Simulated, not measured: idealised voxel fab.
Module name: voxel ribs on slabs (process module)
Pictured: cross-section cut, 265 nm wide, on a grid of 5 nm square cells.
Format of a cross-section: grid, square cells. Given as bands. Order: top down. Band: one or more rows of cells.
Basically the band line says how high the top is and how high the bottom is, in nm, and then what's in it from left to right, every material with its width in nm. Empty space shows up as "air", and if a single material carries "everywhere" it runs the full band edge to edge.
Zero point of the height axis is 0; under it, received wafer = one material. Lowest band: continues down indefinitely, "top 0, no bottom".
The two numbers in a width such as "30..40" mark its ends across the band: the first belongs to the top row of cells, the second to the bottom row, and from each row to the next the width moves by the same amount.
"remains unaltered" -> step changed no cross-section cell.
Empty spaces without an open route to the top, at least 8 cells in extent, make up the entry "Fully sealed cavities"; each is given as width x height at distance, where the distance is measured from the left edge, and all are in nm.
That trailing text on a step's line, after the settings, is the simulator's own remark on the step.
overlay nm: step with mask; distance mask lay right of planned place; negative value = left of planned place.
Listed below are the process steps as planned
1 RECEIVE,material Si
2 DIRECTIONAL_DEP,material SiO2,thk nm 30
3 DIRECTIONAL_DEP,material SiN,thk nm 20
4 PATTERN,tone cover,mask id RIB,material resist,width nm 25,thk nm 15,overlay nm 0
5 DIRECTIONAL_ETCH,etch materials SiN,depth nm 5
6 STRIP,etch materials resist
7 PATTERN,tone cover,mask id SLAB,material resist,width nm 85,thk nm 15,overlay nm 0
8 DIRECTIONAL_ETCH,etch materials SiN,depth nm 15
9 STRIP,etch materials resist
10 FILL_DEP,material SiO2,thk nm 20
11 CMP,height nm 60
12 DIRECTIONAL_DEP,material W,thk nm 5
13 DIRECTIONAL_DEP,material aC,thk nm 15
14 PATTERN,tone cover,mask id HEATER,material resist,width nm 35,thk nm 30,overlay nm 0
15 DIRECTIONAL_ETCH,etch materials aC,depth nm 15
16 STRIP,etch materials resist
17 DIRECTIONAL_ETCH,etch materials W,depth nm 5
18 STRIP,etch materials aC
19 CONFORMAL_DEP,material SiN,thk nm 10
Wafer at receipt (post step 1), cross-section
* top 0, no bottom | Si everywhere
* Fully sealed cavities: none
One mistake in running the module, otherwise start and plan as above: cross-section at the end
* top 85, bottom 80 | air 105, SiN 55, air 105
* top 80, bottom 75 | SiN everywhere
* top 75, bottom 70 | SiN 115, W 35, SiN 115
* top 70, bottom 60 | W everywhere
* top 60, bottom 50 | SiO2 everywhere
* top 50, bottom 45 | SiO2 120, SiN 25, SiO2 120
* top 45, bottom 30 | SiO2 90, SiN 85, SiO2 90
* top 30, bottom 0 | SiO2 everywhere
* top 0, no bottom | Si everywhere
* Fully sealed cavities: none
what went wrong: step 12 did not use the planned setting and instead ran as DIRECTIONAL_DEP,material W,thk nm 15
